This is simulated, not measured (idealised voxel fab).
process module | voxel wiring stack
The cross-section on display is named cut; it measures 290 nm wide, and its cells are 5 nm squares.
Heads up, the way a cross-section reads in here is a grid of square cells, handed over as bands from the top down, with every band being one or more rows of cells.
Each band's line starts with the height of the band's top and of its bottom, in nm. Then come its materials from left to right, each with its width in nm. One material with "everywhere" fills the band from edge to edge. "air" is empty space.
It should be noted that heights are counted from 0, beneath which the wafer as supplied is of one material throughout, and that the lowest band possesses no lower boundary but continues downward, as written in "0..down".
With a width like "30 to 40", each row of cells in the band differs from the next by the same amount, the top row carrying the first number and the bottom row the second.
No cell of the cross-section changed in a step that is given as "no modification".
"Completely sealed voids" means: voids of 8 cells or more that are shut off from the top with no open way through. Written width x height at distance, distance from the left edge, in nm.
What comes after the settings on a step's line is commentary from the simulator itself on that step.
overlay nm: for a step with a mask, the amount by which the mask lay right of where it was planned; a negative amount means left of it.
Steps in the process plan:
1. RECEIVE with material Si
2. CONFORMAL_DEP with material SiO2, thk nm 15
3. DIRECTIONAL_DEP with material TiN, thk nm 5
4. DIRECTIONAL_DEP with material W, thk nm 20
5. DIRECTIONAL_DEP with material aC, thk nm 10
6. PATTERN with tone cover, mask id METAL_1, material resist, width nm 25, pitch nm 45, thk nm 30, overlay nm 0
7. DIRECTIONAL_ETCH with etch materials aC, depth nm 10
8. STRIP with etch materials resist
9. DIRECTIONAL_ETCH with etch materials W, depth nm 20
10. DIRECTIONAL_ETCH with etch materials TiN, depth nm 5
11. STRIP with etch materials aC
12. CONFORMAL_DEP with material SiN, thk nm 5
13. FILL_DEP with material lowk, thk nm 10
14. CMP with height nm 40
15. CONFORMAL_DEP with material SiCN, thk nm 5
16. DIRECTIONAL_DEP with material SiO2, thk nm 20
17. DIRECTIONAL_DEP with material aC, thk nm 10
18. PATTERN with tone open, mask id PLUG_1, material resist, width nm 15, pitch nm 45, thk nm 25, overlay nm 0
19. DIRECTIONAL_ETCH with etch materials aC, depth nm 10
20. STRIP with etch materials resist
21. DIRECTIONAL_ETCH with etch materials SiO2, depth nm 20
22. DIRECTIONAL_ETCH with etch materials SiCN, depth nm 5
23. STRIP with etch materials aC
24. CONFORMAL_DEP with material TiN, thk nm 5
25. FILL_DEP with material Cu, thk nm 5
26. CMP with height nm 65
27. DIRECTIONAL_DEP with material TiN, thk nm 5
28. DIRECTIONAL_DEP with material W, thk nm 15
29. DIRECTIONAL_DEP with material aC, thk nm 10
30. PATTERN with tone cover, mask id METAL_2, material resist, width nm 25, pitch nm 45, thk nm 30, overlay nm 0
31. DIRECTIONAL_ETCH with etch materials aC, depth nm 10
32. STRIP with etch materials resist
33. DIRECTIONAL_ETCH with etch materials W, depth nm 15
34. DIRECTIONAL_ETCH with etch materials TiN, depth nm 5
35. STRIP with etch materials aC
36. CONFORMAL_DEP with material SiCN, thk nm 5
37. FILL_DEP with material SiO2, thk nm 10
38. CMP with height nm 85
39. CONFORMAL_DEP with material SiCN, thk nm 5
40. DIRECTIONAL_DEP with material lowk, thk nm 10
41. MASKED_ETCH with tone open, mask id PLUG_2, width nm 15, pitch nm 45, etch materials lowk, depth nm 10, overlay nm 0
42. MASKED_ETCH with tone open, mask id PLUG_2, width nm 15, pitch nm 45, etch materials SiCN, depth nm 5, overlay nm 0
43. CONFORMAL_DEP with material TiN, thk nm 5
44. FILL_DEP with material W, thk nm 10
45. CMP with height nm 100
46. CONFORMAL_DEP with material SiN, thk nm 5
47. DIRECTIONAL_DEP with material SiO2, thk nm 20
48. PATTERN with tone open, mask id METAL_3, material resist, width nm 25, pitch nm 45, thk nm 20, overlay nm 0
49. DIRECTIONAL_ETCH with etch materials SiO2, depth nm 20
50. DIRECTIONAL_ETCH with etch materials SiN, depth nm 5
51. STRIP with etch materials resist
52. CONFORMAL_DEP with material TiN, thk nm 5
53. FILL_DEP with material Ru, thk nm 10
54. CMP with height nm 125
55. CONFORMAL_DEP with material SiN, thk nm 5
Received-state cross-section, reflecting completion of step 1:
> 0..down  Si everywhere
> Completely sealed voids: none
First of two wafers: cross-section at end of module, run per plan:
> 130..125  SiN everywhere
> 125..105  SiO2 85 nm  TiN 5 nm  Ru 15 nm  TiN 5 nm  SiO2 20 nm  TiN 5 nm  Ru 15 nm  TiN 5 nm  SiO2 20 nm  TiN 5 nm  Ru 15 nm  TiN 5 nm  SiO2 90 nm
> 105..100  SiN 85 nm  TiN 25 nm  SiN 20 nm  TiN 25 nm  SiN 20 nm  TiN 25 nm  SiN 90 nm
> 100..90  lowk 85 nm  TiN 5 nm  W 5 nm  TiN 5 nm  lowk 30 nm  TiN 5 nm  W 5 nm  TiN 5 nm  lowk 30 nm  TiN 5 nm  W 5 nm  TiN 5 nm  lowk 100 nm
> 90..85  SiCN 85 nm  TiN 15 nm  SiCN 30 nm  TiN 15 nm  SiCN 30 nm  TiN 15 nm  SiCN 100 nm
> 85..70  SiO2 80 nm  SiCN 5 nm  W 25 nm  SiCN 5 nm  SiO2 10 nm  SiCN 5 nm  W 25 nm  SiCN 5 nm  SiO2 10 nm  SiCN 5 nm  W 25 nm  SiCN 5 nm  SiO2 85 nm
> 70..65  SiCN 85 nm  TiN 25 nm  SiCN 20 nm  TiN 25 nm  SiCN 20 nm  TiN 25 nm  SiCN 90 nm
> 65..45  SiO2 85 nm  TiN 5 nm  Cu 5 nm  TiN 5 nm  SiO2 30 nm  TiN 5 nm  Cu 5 nm  TiN 5 nm  SiO2 30 nm  TiN 5 nm  Cu 5 nm  TiN 5 nm  SiO2 100 nm
> 45..40  SiCN 85 nm  TiN 15 nm  SiCN 30 nm  TiN 15 nm  SiCN 30 nm  TiN 15 nm  SiCN 100 nm
> 40..20  lowk 80 nm  SiN 5 nm  W 25 nm  SiN 5 nm  lowk 10 nm  SiN 5 nm  W 25 nm  SiN 5 nm  lowk 10 nm  SiN 5 nm  W 25 nm  SiN 5 nm  lowk 85 nm
> 20..15  SiN 85 nm  TiN 25 nm  SiN 20 nm  TiN 25 nm  SiN 20 nm  TiN 25 nm  SiN 90 nm
> 15..0  SiO2 everywhere
> 0..down  Si everywhere
> Completely sealed voids: none
So this is wafer number two of the two, cut at the end of the module - it started where the first did and had the same plan, we just got one thing wrong running it:
> 130..125  SiN everywhere
> 125..105  SiO2 85 nm  TiN 5 nm  Ru 15 nm  TiN 5 nm  SiO2 20 nm  TiN 5 nm  Ru 15 nm  TiN 5 nm  SiO2 20 nm  TiN 5 nm  Ru 15 nm  TiN 5 nm  SiO2 90 nm
> 105..100  SiN 85 nm  TiN 25 nm  SiN 20 nm  TiN 25 nm  SiN 20 nm  TiN 25 nm  SiN 90 nm
> 100..90  lowk 85 nm  TiN 5 nm  W 5 nm  TiN 5 nm  lowk 30 nm  TiN 5 nm  W 5 nm  TiN 5 nm  lowk 30 nm  TiN 5 nm  W 5 nm  TiN 5 nm  lowk 100 nm
> 90..85  SiCN 85 nm  TiN 15 nm  SiCN 30 nm  TiN 15 nm  SiCN 30 nm  TiN 15 nm  SiCN 100 nm
> 85..70  W 85 nm  SiCN 5 nm  SiO2 15 nm  SiCN 5 nm  W 20 nm  SiCN 5 nm  SiO2 15 nm  SiCN 5 nm  W 20 nm  SiCN 5 nm  SiO2 15 nm  SiCN 5 nm  W 90 nm
> 70..65  TiN 85 nm  SiCN 25 nm  TiN 20 nm  SiCN 25 nm  TiN 20 nm  SiCN 25 nm  TiN 90 nm
> 65..45  SiO2 85 nm  TiN 5 nm  Cu 5 nm  TiN 5 nm  SiO2 30 nm  TiN 5 nm  Cu 5 nm  TiN 5 nm  SiO2 30 nm  TiN 5 nm  Cu 5 nm  TiN 5 nm  SiO2 100 nm
> 45..40  SiCN 85 nm  TiN 15 nm  SiCN 30 nm  TiN 15 nm  SiCN 30 nm  TiN 15 nm  SiCN 100 nm
> 40..20  lowk 80 nm  SiN 5 nm  W 25 nm  SiN 5 nm  lowk 10 nm  SiN 5 nm  W 25 nm  SiN 5 nm  lowk 10 nm  SiN 5 nm  W 25 nm  SiN 5 nm  lowk 85 nm
> 20..15  SiN 85 nm  TiN 25 nm  SiN 20 nm  TiN 25 nm  SiN 20 nm  TiN 25 nm  SiN 90 nm
> 15..0  SiO2 everywhere
> 0..down  Si everywhere
> Completely sealed voids: none
Against the plan, the run slipped here: rather than as planned, step 30 actually ran as PATTERN with tone open, mask id METAL_2, material resist, width nm 25, pitch nm 45, thk nm 30, overlay nm 0
FYI, end of process, the second wafer has more or fewer cells of some materials than the first: SiCN -28; SiO2 -84; TiN +28; W +84
